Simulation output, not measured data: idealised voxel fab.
process module | voxel wiring stack
cross-section cut | 240 nm wide | cells 5 nm
A cross-section is a grid of square cells, given in bands from the top down. A band is one or more rows of cells.
Each band's line starts with the height of the band's top and of its bottom, in nm. Then come its materials from left to right, each with its width in nm. One material with "throughout" fills the band from edge to edge. "air" is empty space.
Height 0 is the level under which the wafer as received is all one material. The lowest band goes on downwards, as in "0 down".
A width such as "30 to 40" changes by the same amount from each row of cells to the next, from the band's top row to its bottom row.
"no change" after a step means that no cell of the cross-section changed.
closed voids: empty space of 8 cells or more with no open way to the top, each as width x height at its distance from the left edge, in nm
after a step's settings: what the simulator itself notes on the step
overlay nm, on a step with a mask: how far to the right of its planned place the mask lay; to the left if negative
plan
1 op RECEIVE | material Si
2 op CONFORMAL_DEP | material SiO2 | thk nm 15
3 op DIRECTIONAL_DEP | material TiN | thk nm 5
4 op DIRECTIONAL_DEP | material W | thk nm 20
5 op DIRECTIONAL_DEP | material aC | thk nm 15
6 op PATTERN | tone cover | mask id METAL_1 | material resist | width nm 20 | pitch nm 40 | thk nm 35 | overlay nm 0
7 op DIRECTIONAL_ETCH | etch materials aC | depth nm 15
8 op STRIP | etch materials resist
9 op DIRECTIONAL_ETCH | etch materials W | depth nm 20
10 op DIRECTIONAL_ETCH | etch materials TiN | depth nm 5
11 op STRIP | etch materials aC
12 op CONFORMAL_DEP | material SiCN | thk nm 5
13 op FILL_DEP | material lowk | thk nm 5
14 op CMP | height nm 40
15 op CONFORMAL_DEP | material SiCN | thk nm 5
16 op DIRECTIONAL_DEP | material lowk | thk nm 20
17 op DIRECTIONAL_DEP | material aC | thk nm 15
18 op PATTERN | tone open | mask id PLUG_1 | material resist | width nm 15 | pitch nm 40 | thk nm 30 | overlay nm 0
19 op DIRECTIONAL_ETCH | etch materials aC | depth nm 15
20 op STRIP | etch materials resist
21 op DIRECTIONAL_ETCH | etch materials lowk | depth nm 20
22 op DIRECTIONAL_ETCH | etch materials SiCN | depth nm 5
23 op STRIP | etch materials aC
24 op EPI | material Ru | thk nm 10
25 op EPI | material Ru | thk nm 10
26 op EPI | material Ru | thk nm 5
27 op DIRECTIONAL_DEP | material TiN | thk nm 5
28 op DIRECTIONAL_DEP | material Ru | thk nm 15
29 op DIRECTIONAL_DEP | material aC | thk nm 10
30 op PATTERN | tone cover | mask id METAL_2 | material resist | width nm 20 | pitch nm 40 | thk nm 30 | overlay nm 0
31 op DIRECTIONAL_ETCH | etch materials aC | depth nm 10
32 op STRIP | etch materials resist
33 op DIRECTIONAL_ETCH | etch materials Ru | depth nm 15
34 op DIRECTIONAL_ETCH | etch materials TiN | depth nm 5
35 op STRIP | etch materials aC
36 op FILL_DEP | material SiO2 | thk nm 10
37 op CMP | height nm 85
38 op CONFORMAL_DEP | material SiN | thk nm 5
first wafer, as planned
as received, after step 1
  0 down: Si throughout
  closed voids: none
after step 2
  15 to 0: SiO2 throughout
  below 0: unchanged
after step 3
  20 to 15: TiN throughout
  below 15: unchanged
after step 4
  40 to 20: W throughout
  below 20: unchanged
after step 5
  55 to 40: aC throughout
  below 40: unchanged
after step 6
  90 to 55: air 50 | resist 20 | air 20 | resist 20 | air 20 | resist 20 | air 20 | resist 20 | air 50
  below 55: unchanged
after step 7
  75 to 55: air 50 | resist 20 | air 20 | resist 20 | air 20 | resist 20 | air 20 | resist 20 | air 50
  55 to 40: air 50 | aC 20 | air 20 | aC 20 | air 20 | aC 20 | air 20 | aC 20 | air 50
  below 40: unchanged
after step 8
  55 to 40: air 50 | aC 20 | air 20 | aC 20 | air 20 | aC 20 | air 20 | aC 20 | air 50
  below 40: unchanged
after step 9
  55 to 40: air 50 | aC 20 | air 20 | aC 20 | air 20 | aC 20 | air 20 | aC 20 | air 50
  40 to 20: air 50 | W 20 | air 20 | W 20 | air 20 | W 20 | air 20 | W 20 | air 50
  below 20: unchanged
after step 10
  55 to 40: air 50 | aC 20 | air 20 | aC 20 | air 20 | aC 20 | air 20 | aC 20 | air 50
  40 to 20: air 50 | W 20 | air 20 | W 20 | air 20 | W 20 | air 20 | W 20 | air 50
  20 to 15: air 50 | TiN 20 | air 20 | TiN 20 | air 20 | TiN 20 | air 20 | TiN 20 | air 50
  below 15: unchanged
after step 11
  40 to 20: air 50 | W 20 | air 20 | W 20 | air 20 | W 20 | air 20 | W 20 | air 50
  below 20: unchanged
after step 12
  45 to 40: air 45 | SiCN 30 | air 10 | SiCN 30 | air 10 | SiCN 30 | air 10 | SiCN 30 | air 45
  40 to 20: air 45 | SiCN 5 | W 20 | SiCN 5 | air 10 | SiCN 5 | W 20 | SiCN 5 | air 10 | SiCN 5 | W 20 | SiCN 5 | air 10 | SiCN 5 | W 20 | SiCN 5 | air 45
  20 to 15: SiCN 50 | TiN 20 | SiCN 20 | TiN 20 | SiCN 20 | TiN 20 | SiCN 20 | TiN 20 | SiCN 50
  below 15: unchanged
after step 13
  50 to 45: lowk throughout
  45 to 40: lowk 45 | SiCN 30 | lowk 10 | SiCN 30 | lowk 10 | SiCN 30 | lowk 10 | SiCN 30 | lowk 45
  40 to 20: lowk 45 | SiCN 5 | W 20 | SiCN 5 | lowk 10 | SiCN 5 | W 20 | SiCN 5 | lowk 10 | SiCN 5 | W 20 | SiCN 5 | lowk 10 | SiCN 5 | W 20 | SiCN 5 | lowk 45
  below 20: unchanged
after step 14
  40 to 20: lowk 45 | SiCN 5 | W 20 | SiCN 5 | lowk 10 | SiCN 5 | W 20 | SiCN 5 | lowk 10 | SiCN 5 | W 20 | SiCN 5 | lowk 10 | SiCN 5 | W 20 | SiCN 5 | lowk 45
  below 20: unchanged
after step 15
  45 to 40: SiCN throughout
  below 40: unchanged
after step 16
  65 to 45: lowk throughout
  below 45: unchanged
after step 17
  80 to 65: aC throughout
  below 65: unchanged
after step 18
  110 to 80: resist 50 | air 15 | resist 25 | air 15 | resist 25 | air 15 | resist 25 | air 15 | resist 55
  below 80: unchanged
after step 19
  95 to 80: resist 50 | air 15 | resist 25 | air 15 | resist 25 | air 15 | resist 25 | air 15 | resist 55
  80 to 65: aC 50 | air 15 | aC 25 | air 15 | aC 25 | air 15 | aC 25 | air 15 | aC 55
  below 65: unchanged
after step 20
  80 to 65: aC 50 | air 15 | aC 25 | air 15 | aC 25 | air 15 | aC 25 | air 15 | aC 55
  below 65: unchanged
after step 21
  80 to 65: aC 50 | air 15 | aC 25 | air 15 | aC 25 | air 15 | aC 25 | air 15 | aC 55
  65 to 45: lowk 50 | air 15 | lowk 25 | air 15 | lowk 25 | air 15 | lowk 25 | air 15 | lowk 55
  below 45: unchanged
after step 22
  80 to 65: aC 50 | air 15 | aC 25 | air 15 | aC 25 | air 15 | aC 25 | air 15 | aC 55
  65 to 45: lowk 50 | air 15 | lowk 25 | air 15 | lowk 25 | air 15 | lowk 25 | air 15 | lowk 55
  45 to 40: SiCN 50 | air 15 | SiCN 25 | air 15 | SiCN 25 | air 15 | SiCN 25 | air 15 | SiCN 55
  below 40: unchanged
after step 23
  65 to 45: lowk 50 | air 15 | lowk 25 | air 15 | lowk 25 | air 15 | lowk 25 | air 15 | lowk 55
  below 45: unchanged
after step 24
  65 to 50: lowk 50 | air 15 | lowk 25 | air 15 | lowk 25 | air 15 | lowk 25 | air 15 | lowk 55
  50 to 45: lowk 50 | Ru 15 | lowk 25 | Ru 15 | lowk 25 | Ru 15 | lowk 25 | Ru 15 | lowk 55
  45 to 40: SiCN 50 | Ru 15 | SiCN 25 | Ru 15 | SiCN 25 | Ru 15 | SiCN 25 | Ru 15 | SiCN 55
  below 40: unchanged
after step 25
  65 to 60: lowk 50 | air 15 | lowk 25 | air 15 | lowk 25 | air 15 | lowk 25 | air 15 | lowk 55
  60 to 45: lowk 50 | Ru 15 | lowk 25 | Ru 15 | lowk 25 | Ru 15 | lowk 25 | Ru 15 | lowk 55
  below 45: unchanged
after step 26
  65 to 45: lowk 50 | Ru 15 | lowk 25 | Ru 15 | lowk 25 | Ru 15 | lowk 25 | Ru 15 | lowk 55
  below 45: unchanged
after step 27
  70 to 65: TiN throughout
  below 65: unchanged
after step 28
  85 to 70: Ru throughout
  below 70: unchanged
after step 29
  95 to 85: aC throughout
  below 85: unchanged
after step 30
  125 to 95: air 50 | resist 20 | air 20 | resist 20 | air 20 | resist 20 | air 20 | resist 20 | air 50
  below 95: unchanged
after step 31
  115 to 95: air 50 | resist 20 | air 20 | resist 20 | air 20 | resist 20 | air 20 | resist 20 | air 50
  95 to 85: air 50 | aC 20 | air 20 | aC 20 | air 20 | aC 20 | air 20 | aC 20 | air 50
  below 85: unchanged
after step 32
  95 to 85: air 50 | aC 20 | air 20 | aC 20 | air 20 | aC 20 | air 20 | aC 20 | air 50
  below 85: unchanged
after step 33
  95 to 85: air 50 | aC 20 | air 20 | aC 20 | air 20 | aC 20 | air 20 | aC 20 | air 50
  85 to 70: air 50 | Ru 20 | air 20 | Ru 20 | air 20 | Ru 20 | air 20 | Ru 20 | air 50
  below 70: unchanged
after step 34
  95 to 85: air 50 | aC 20 | air 20 | aC 20 | air 20 | aC 20 | air 20 | aC 20 | air 50
  85 to 70: air 50 | Ru 20 | air 20 | Ru 20 | air 20 | Ru 20 | air 20 | Ru 20 | air 50
  70 to 65: air 50 | TiN 20 | air 20 | TiN 20 | air 20 | TiN 20 | air 20 | TiN 20 | air 50
  below 65: unchanged
after step 35
  85 to 70: air 50 | Ru 20 | air 20 | Ru 20 | air 20 | Ru 20 | air 20 | Ru 20 | air 50
  below 70: unchanged
after step 36
  95 to 85: SiO2 throughout
  85 to 70: SiO2 50 | Ru 20 | SiO2 20 | Ru 20 | SiO2 20 | Ru 20 | SiO2 20 | Ru 20 | SiO2 50
  70 to 65: SiO2 50 | TiN 20 | SiO2 20 | TiN 20 | SiO2 20 | TiN 20 | SiO2 20 | TiN 20 | SiO2 50
  below 65: unchanged
after step 37
  85 to 70: SiO2 50 | Ru 20 | SiO2 20 | Ru 20 | SiO2 20 | Ru 20 | SiO2 20 | Ru 20 | SiO2 50
  below 70: unchanged
after step 38
  90 to 85: SiN throughout
  below 85: unchanged
second wafer: like start, like plan, one mistake. Through step 5 it matches the first wafer
when step 6 should have ended
  90 to 55: air 50 | resist 25 | air 15 | resist 25 | air 15 | resist 25 | air 15 | resist 25 | air 45
  below 55: unchanged
when step 7 should have ended
  75 to 55: air 50 | resist 25 | air 15 | resist 25 | air 15 | resist 25 | air 15 | resist 25 | air 45
  55 to 40: air 50 | aC 25 | air 15 | aC 25 | air 15 | aC 25 | air 15 | aC 25 | air 45
  below 40: unchanged
when step 8 should have ended
  55 to 40: air 50 | aC 25 | air 15 | aC 25 | air 15 | aC 25 | air 15 | aC 25 | air 45
  below 40: unchanged
when step 9 should have ended
  55 to 40: air 50 | aC 25 | air 15 | aC 25 | air 15 | aC 25 | air 15 | aC 25 | air 45
  40 to 20: air 50 | W 25 | air 15 | W 25 | air 15 | W 25 | air 15 | W 25 | air 45
  below 20: unchanged
when step 10 should have ended
  55 to 40: air 50 | aC 25 | air 15 | aC 25 | air 15 | aC 25 | air 15 | aC 25 | air 45
  40 to 20: air 50 | W 25 | air 15 | W 25 | air 15 | W 25 | air 15 | W 25 | air 45
  20 to 15: air 50 | TiN 25 | air 15 | TiN 25 | air 15 | TiN 25 | air 15 | TiN 25 | air 45
  below 15: unchanged
when step 11 should have ended
  40 to 20: air 50 | W 25 | air 15 | W 25 | air 15 | W 25 | air 15 | W 25 | air 45
  below 20: unchanged
when step 12 should have ended
  45 to 40: air 45 | SiCN 35 | air 5 | SiCN 35 | air 5 | SiCN 35 | air 5 | SiCN 35 | air 40
  40 to 20: air 45 | SiCN 5 | W 25 | SiCN 5 | air 5 | SiCN 5 | W 25 | SiCN 5 | air 5 | SiCN 5 | W 25 | SiCN 5 | air 5 | SiCN 5 | W 25 | SiCN 5 | air 40
  20 to 15: SiCN 50 | TiN 25 | SiCN 15 | TiN 25 | SiCN 15 | TiN 25 | SiCN 15 | TiN 25 | SiCN 45
  below 15: unchanged
when step 13 should have ended
  50 to 45: lowk throughout
  45 to 40: lowk 45 | SiCN 35 | lowk 5 | SiCN 35 | lowk 5 | SiCN 35 | lowk 5 | SiCN 35 | lowk 40
  40 to 20: lowk 45 | SiCN 5 | W 25 | SiCN 5 | lowk 5 | SiCN 5 | W 25 | SiCN 5 | lowk 5 | SiCN 5 | W 25 | SiCN 5 | lowk 5 | SiCN 5 | W 25 | SiCN 5 | lowk 40
  below 20: unchanged
when step 14 should have ended
  40 to 20: lowk 45 | SiCN 5 | W 25 | SiCN 5 | lowk 5 | SiCN 5 | W 25 | SiCN 5 | lowk 5 | SiCN 5 | W 25 | SiCN 5 | lowk 5 | SiCN 5 | W 25 | SiCN 5 | lowk 40
  below 20: unchanged
when step 15 should have ended
  45 to 40: SiCN throughout
  below 40: unchanged
when step 16 should have ended
  65 to 45: lowk throughout
  below 45: unchanged
when step 17 should have ended
  80 to 65: aC throughout
  below 65: unchanged
when step 18 should have ended
  110 to 80: resist 50 | air 15 | resist 25 | air 15 | resist 25 | air 15 | resist 25 | air 15 | resist 55
  below 80: unchanged
when step 19 should have ended
  95 to 80: resist 50 | air 15 | resist 25 | air 15 | resist 25 | air 15 | resist 25 | air 15 | resist 55
  80 to 65: aC 50 | air 15 | aC 25 | air 15 | aC 25 | air 15 | aC 25 | air 15 | aC 55
  below 65: unchanged
when step 20 should have ended
  80 to 65: aC 50 | air 15 | aC 25 | air 15 | aC 25 | air 15 | aC 25 | air 15 | aC 55
  below 65: unchanged
when step 21 should have ended
  80 to 65: aC 50 | air 15 | aC 25 | air 15 | aC 25 | air 15 | aC 25 | air 15 | aC 55
  65 to 45: lowk 50 | air 15 | lowk 25 | air 15 | lowk 25 | air 15 | lowk 25 | air 15 | lowk 55
  below 45: unchanged
when step 22 should have ended
  80 to 65: aC 50 | air 15 | aC 25 | air 15 | aC 25 | air 15 | aC 25 | air 15 | aC 55
  65 to 45: lowk 50 | air 15 | lowk 25 | air 15 | lowk 25 | air 15 | lowk 25 | air 15 | lowk 55
  45 to 40: SiCN 50 | air 15 | SiCN 25 | air 15 | SiCN 25 | air 15 | SiCN 25 | air 15 | SiCN 55
  below 40: unchanged
when step 23 should have ended
  65 to 45: lowk 50 | air 15 | lowk 25 | air 15 | lowk 25 | air 15 | lowk 25 | air 15 | lowk 55
  below 45: unchanged
when step 24 should have ended
  65 to 50: lowk 50 | air 15 | lowk 25 | air 15 | lowk 25 | air 15 | lowk 25 | air 15 | lowk 55
  50 to 45: lowk 50 | Ru 15 | lowk 25 | Ru 15 | lowk 25 | Ru 15 | lowk 25 | Ru 15 | lowk 55
  45 to 40: SiCN 50 | Ru 15 | SiCN 25 | Ru 15 | SiCN 25 | Ru 15 | SiCN 25 | Ru 15 | SiCN 55
  below 40: unchanged
when step 25 should have ended
  65 to 60: lowk 50 | air 15 | lowk 25 | air 15 | lowk 25 | air 15 | lowk 25 | air 15 | lowk 55
  60 to 45: lowk 50 | Ru 15 | lowk 25 | Ru 15 | lowk 25 | Ru 15 | lowk 25 | Ru 15 | lowk 55
  below 45: unchanged
when step 26 should have ended
  65 to 45: lowk 50 | Ru 15 | lowk 25 | Ru 15 | lowk 25 | Ru 15 | lowk 25 | Ru 15 | lowk 55
  below 45: unchanged
when step 27 should have ended
  70 to 65: TiN throughout
  below 65: unchanged
when step 28 should have ended
  85 to 70: Ru throughout
  below 70: unchanged
when step 29 should have ended
  95 to 85: aC throughout
  below 85: unchanged
when step 30 should have ended
  125 to 95: air 50 | resist 20 | air 20 | resist 20 | air 20 | resist 20 | air 20 | resist 20 | air 50
  below 95: unchanged
when step 31 should have ended
  115 to 95: air 50 | resist 20 | air 20 | resist 20 | air 20 | resist 20 | air 20 | resist 20 | air 50
  95 to 85: air 50 | aC 20 | air 20 | aC 20 | air 20 | aC 20 | air 20 | aC 20 | air 50
  below 85: unchanged
when step 32 should have ended
  95 to 85: air 50 | aC 20 | air 20 | aC 20 | air 20 | aC 20 | air 20 | aC 20 | air 50
  below 85: unchanged
when step 33 should have ended
  95 to 85: air 50 | aC 20 | air 20 | aC 20 | air 20 | aC 20 | air 20 | aC 20 | air 50
  85 to 70: air 50 | Ru 20 | air 20 | Ru 20 | air 20 | Ru 20 | air 20 | Ru 20 | air 50
  below 70: unchanged
when step 34 should have ended
  95 to 85: air 50 | aC 20 | air 20 | aC 20 | air 20 | aC 20 | air 20 | aC 20 | air 50
  85 to 70: air 50 | Ru 20 | air 20 | Ru 20 | air 20 | Ru 20 | air 20 | Ru 20 | air 50
  70 to 65: air 50 | TiN 20 | air 20 | TiN 20 | air 20 | TiN 20 | air 20 | TiN 20 | air 50
  below 65: unchanged
when step 35 should have ended
  85 to 70: air 50 | Ru 20 | air 20 | Ru 20 | air 20 | Ru 20 | air 20 | Ru 20 | air 50
  below 70: unchanged
when step 36 should have ended
  95 to 85: SiO2 throughout
  85 to 70: SiO2 50 | Ru 20 | SiO2 20 | Ru 20 | SiO2 20 | Ru 20 | SiO2 20 | Ru 20 | SiO2 50
  70 to 65: SiO2 50 | TiN 20 | SiO2 20 | TiN 20 | SiO2 20 | TiN 20 | SiO2 20 | TiN 20 | SiO2 50
  below 65: unchanged
when step 37 should have ended
  85 to 70: SiO2 50 | Ru 20 | SiO2 20 | Ru 20 | SiO2 20 | Ru 20 | SiO2 20 | Ru 20 | SiO2 50
  below 70: unchanged
when step 38 should have ended
  90 to 85: SiN throughout
  below 85: unchanged
what went wrong: step 6 ran as: op PATTERN | tone cover | mask id METAL_1 | material resist | width nm 25 | pitch nm 40 | thk nm 35 | overlay nm 0
at the end the second wafer has, in cells: 4 fewer of SiCN | 4 more of TiN | 16 more of W | 16 fewer of lowk
